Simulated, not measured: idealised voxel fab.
The following process module bears the name voxel quadruple lines.
Each square cell in cross-section cut measures 5 nm, and the section as a whole is 255 nm wide.
Just so we're on the same page, the cross-sections are grids of square cells, and they're listed out in bands top to bottom, each band one or more rows deep.
Top, bottom (nm), then materials left to right with widths (nm); lone material tagged "all across" fills the whole band edge to edge; "blank" = empty space.
Zero point of the height axis is 0; under it, received wafer = one material. Lowest band: continues down indefinitely, "0 nm and below".
Note: "30 to 40" means the width goes from the first number (top row of the band) to the second number (bottom row) in equal steps per row of cells.
"no change occurred" after a step means that no cell of the cross-section changed.
Entry "Entrapped void list" = empty spaces >= 8 cells with no open way to the top; each as width x height at distance, distance from left edge, all nm.
after a step's settings: what the simulator itself notes on the step
Each step line may optionally specify "overlay nm", which for a step with a mask gives the rightward distance between the mask's planned place and where it lay, a negative value indicating the leftward direction.

PLANNED STEP LIST FOR THE PROCESS
1. op RECEIVE | material Si
2. op CONFORMAL_DEP | material SiO2 | thk nm 10
3. op DIRECTIONAL_DEP | material Ru | thk nm 10
4. op DIRECTIONAL_DEP | material polySi | thk nm 20
5. op DIRECTIONAL_DEP | material aC | thk nm 20
6. op PATTERN | tone cover | mask id MANDREL | material resist | width nm 35 | thk nm 30 | overlay nm 0
7. op DIRECTIONAL_ETCH | etch materials aC | depth nm 20
8. op STRIP | etch materials resist
9. op CONFORMAL_DEP | material SiO2 | thk nm 15
10. op DIRECTIONAL_ETCH | etch materials SiO2 | depth nm 15
11. op STRIP | etch materials aC
12. op DIRECTIONAL_ETCH | etch materials polySi | depth nm 20
13. op STRIP | etch materials SiO2
14. op CONFORMAL_DEP | material SiCN | thk nm 10
15. op DIRECTIONAL_ETCH | etch materials SiCN | depth nm 10
16. op STRIP | etch materials polySi
17. op DIRECTIONAL_ETCH | etch materials Ru | depth nm 10
18. op STRIP | etch materials SiCN
19. op FILL_DEP | material lowk | thk nm 5
20. op CMP | height nm 20

FIRST OF THE TWO WAFERS, RUN PER PLAN

WAFER CROSS-SECTION ON RECEIPT, I.E. AFTER STEP 1
    0 nm and below  Si all across
    Entrapped void list: none

SO THIS IS THE WAFER CROSS-SECTION RIGHT AFTER STEP 2
    10 nm to 0 nm  SiO2 all across
    Below 0, the layers are the same as they were.

SO THIS IS THE WAFER CROSS-SECTION RIGHT AFTER STEP 3
    20 nm to 10 nm  Ru all across
    Below 10, the layers are the same as they were.

SO THIS IS THE WAFER CROSS-SECTION RIGHT AFTER STEP 4
    40 nm to 20 nm  polySi all across
    Below 20, the layers are the same as they were.

SO THIS IS THE WAFER CROSS-SECTION RIGHT AFTER STEP 5
    60 nm to 40 nm  aC all across
    Below 40, the layers are the same as they were.

SO THIS IS THE WAFER CROSS-SECTION RIGHT AFTER STEP 6
    90 nm to 60 nm  blank=110; resist=35; blank=110
    Below 60, the layers are the same as they were.

SO THIS IS THE WAFER CROSS-SECTION RIGHT AFTER STEP 7
    70 nm to 60 nm  blank=110; resist=35; blank=110
    60 nm to 40 nm  blank=110; aC=35; blank=110
    Below 40, the layers are the same as they were.

SO THIS IS THE WAFER CROSS-SECTION RIGHT AFTER STEP 8
    60 nm to 40 nm  blank=110; aC=35; blank=110
    Below 40, the layers are the same as they were.

SO THIS IS THE WAFER CROSS-SECTION RIGHT AFTER STEP 9
    75 nm to 60 nm  blank=95; SiO2=65; blank=95
    60 nm to 55 nm  blank=95; SiO2=15; aC=35; SiO2=15; blank=95
    55 nm to 40 nm  SiO2=110; aC=35; SiO2=110
    Below 40, the layers are the same as they were.

SO THIS IS THE WAFER CROSS-SECTION RIGHT AFTER STEP 10
    60 nm to 40 nm  blank=95; SiO2=15; aC=35; SiO2=15; blank=95
    Below 40, the layers are the same as they were.

SO THIS IS THE WAFER CROSS-SECTION RIGHT AFTER STEP 11
    60 nm to 40 nm  blank=95; SiO2=15; blank=35; SiO2=15; blank=95
    Below 40, the layers are the same as they were.

SO THIS IS THE WAFER CROSS-SECTION RIGHT AFTER STEP 12
    60 nm to 40 nm  blank=95; SiO2=15; blank=35; SiO2=15; blank=95
    40 nm to 20 nm  blank=95; polySi=15; blank=35; polySi=15; blank=95
    Below 20, the layers are the same as they were.

SO THIS IS THE WAFER CROSS-SECTION RIGHT AFTER STEP 13
    40 nm to 20 nm  blank=95; polySi=15; blank=35; polySi=15; blank=95
    Below 20, the layers are the same as they were.

SO THIS IS THE WAFER CROSS-SECTION RIGHT AFTER STEP 14
    50 nm to 40 nm  blank=85; SiCN=35; blank=15; SiCN=35; blank=85
    40 nm to 30 nm  blank=85; SiCN=10; polySi=15; SiCN=10; blank=15; SiCN=10; polySi=15; SiCN=10; blank=85
    30 nm to 20 nm  SiCN=95; polySi=15; SiCN=35; polySi=15; SiCN=95
    Below 20, the layers are the same as they were.

SO THIS IS THE WAFER CROSS-SECTION RIGHT AFTER STEP 15
    40 nm to 20 nm  blank=85; SiCN=10; polySi=15; SiCN=10; blank=15; SiCN=10; polySi=15; SiCN=10; blank=85
    Below 20, the layers are the same as they were.

SO THIS IS THE WAFER CROSS-SECTION RIGHT AFTER STEP 16
    40 nm to 20 nm  blank=85; SiCN=10; blank=15; SiCN=10; blank=15; SiCN=10; blank=15; SiCN=10; blank=85
    Below 20, the layers are the same as they were.

SO THIS IS THE WAFER CROSS-SECTION RIGHT AFTER STEP 17
    40 nm to 20 nm  blank=85; SiCN=10; blank=15; SiCN=10; blank=15; SiCN=10; blank=15; SiCN=10; blank=85
    20 nm to 10 nm  blank=85; Ru=10; blank=15; Ru=10; blank=15; Ru=10; blank=15; Ru=10; blank=85
    Below 10, the layers are the same as they were.

SO THIS IS THE WAFER CROSS-SECTION RIGHT AFTER STEP 18
    20 nm to 10 nm  blank=85; Ru=10; blank=15; Ru=10; blank=15; Ru=10; blank=15; Ru=10; blank=85
    Below 10, the layers are the same as they were.

SO THIS IS THE WAFER CROSS-SECTION RIGHT AFTER STEP 19
    25 nm to 20 nm  lowk all across
    20 nm to 10 nm  lowk=85; Ru=10; lowk=15; Ru=10; lowk=15; Ru=10; lowk=15; Ru=10; lowk=85
    Below 10, the layers are the same as they were.

SO THIS IS THE WAFER CROSS-SECTION RIGHT AFTER STEP 20
    20 nm to 10 nm  lowk=85; Ru=10; lowk=15; Ru=10; lowk=15; Ru=10; lowk=15; Ru=10; lowk=85
    Below 10, the layers are the same as they were.

COMPANION WAFER, THE SECOND OF TWO: SAME BEGINNING, SAME INTENDED SEQUENCE, ONE MISTAKE IN CARRYING IT OUT; THROUGH STEP 5 INCLUSIVE IT TRACKS THE FIRST EXACTLY

SECOND WAFER, CROSS-SECTION, PLANNED END OF STEP 6
    90 nm to 60 nm  resist=110; blank=35; resist=110
    Below 60, the layers are the same as they were.

SECOND WAFER, CROSS-SECTION, PLANNED END OF STEP 7
    70 nm to 60 nm  resist=110; blank=35; resist=110
    60 nm to 40 nm  aC=110; blank=35; aC=110
    Below 40, the layers are the same as they were.

SECOND WAFER, CROSS-SECTION, PLANNED END OF STEP 8
    60 nm to 40 nm  aC=110; blank=35; aC=110
    Below 40, the layers are the same as they were.

SECOND WAFER, CROSS-SECTION, PLANNED END OF STEP 9
    75 nm to 60 nm  SiO2=125; blank=5; SiO2=125
    60 nm to 55 nm  aC=110; SiO2=15; blank=5; SiO2=15; aC=110
    55 nm to 40 nm  aC=110; SiO2=35; aC=110
    Below 40, the layers are the same as they were.

SECOND WAFER, CROSS-SECTION, PLANNED END OF STEP 10
    60 nm to 40 nm  aC=110; SiO2=15; blank=5; SiO2=15; aC=110
    Below 40, the layers are the same as they were.

SECOND WAFER, CROSS-SECTION, PLANNED END OF STEP 11
    60 nm to 40 nm  blank=110; SiO2=15; blank=5; SiO2=15; blank=110
    Below 40, the layers are the same as they were.

SECOND WAFER, CROSS-SECTION, PLANNED END OF STEP 12
    60 nm to 40 nm  blank=110; SiO2=15; blank=5; SiO2=15; blank=110
    40 nm to 20 nm  blank=110; polySi=15; blank=5; polySi=15; blank=110
    Below 20, the layers are the same as they were.

SECOND WAFER, CROSS-SECTION, PLANNED END OF STEP 13
    40 nm to 20 nm  blank=110; polySi=15; blank=5; polySi=15; blank=110
    Below 20, the layers are the same as they were.

SECOND WAFER, CROSS-SECTION, PLANNED END OF STEP 14
    50 nm to 40 nm  blank=100; SiCN=55; blank=100
    40 nm to 30 nm  blank=100; SiCN=10; polySi=15; SiCN=5; polySi=15; SiCN=10; blank=100
    30 nm to 20 nm  SiCN=110; polySi=15; SiCN=5; polySi=15; SiCN=110
    Below 20, the layers are the same as they were.

SECOND WAFER, CROSS-SECTION, PLANNED END OF STEP 15
    40 nm to 20 nm  blank=100; SiCN=10; polySi=15; SiCN=5; polySi=15; SiCN=10; blank=100
    Below 20, the layers are the same as they were.

SECOND WAFER, CROSS-SECTION, PLANNED END OF STEP 16
    40 nm to 20 nm  blank=100; SiCN=10; blank=15; SiCN=5; blank=15; SiCN=10; blank=100
    Below 20, the layers are the same as they were.

SECOND WAFER, CROSS-SECTION, PLANNED END OF STEP 17
    40 nm to 20 nm  blank=100; SiCN=10; blank=15; SiCN=5; blank=15; SiCN=10; blank=100
    20 nm to 10 nm  blank=100; Ru=10; blank=15; Ru=5; blank=15; Ru=10; blank=100
    Below 10, the layers are the same as they were.

SECOND WAFER, CROSS-SECTION, PLANNED END OF STEP 18
    20 nm to 10 nm  blank=100; Ru=10; blank=15; Ru=5; blank=15; Ru=10; blank=100
    Below 10, the layers are the same as they were.

SECOND WAFER, CROSS-SECTION, PLANNED END OF STEP 19
    25 nm to 20 nm  lowk all across
    20 nm to 10 nm  lowk=100; Ru=10; lowk=15; Ru=5; lowk=15; Ru=10; lowk=100
    Below 10, the layers are the same as they were.

SECOND WAFER, CROSS-SECTION, PLANNED END OF STEP 20
    20 nm to 10 nm  lowk=100; Ru=10; lowk=15; Ru=5; lowk=15; Ru=10; lowk=100
    Below 10, the layers are the same as they were.
Deviation from plan: step 6 did not happen as planned, as run it was op PATTERN | tone open | mask id MANDREL | material resist | width nm 35 | thk nm 30 | overlay nm 0
Final difference in cells, second wafer against first, listed per material as more or fewer: Ru -6; lowk +6
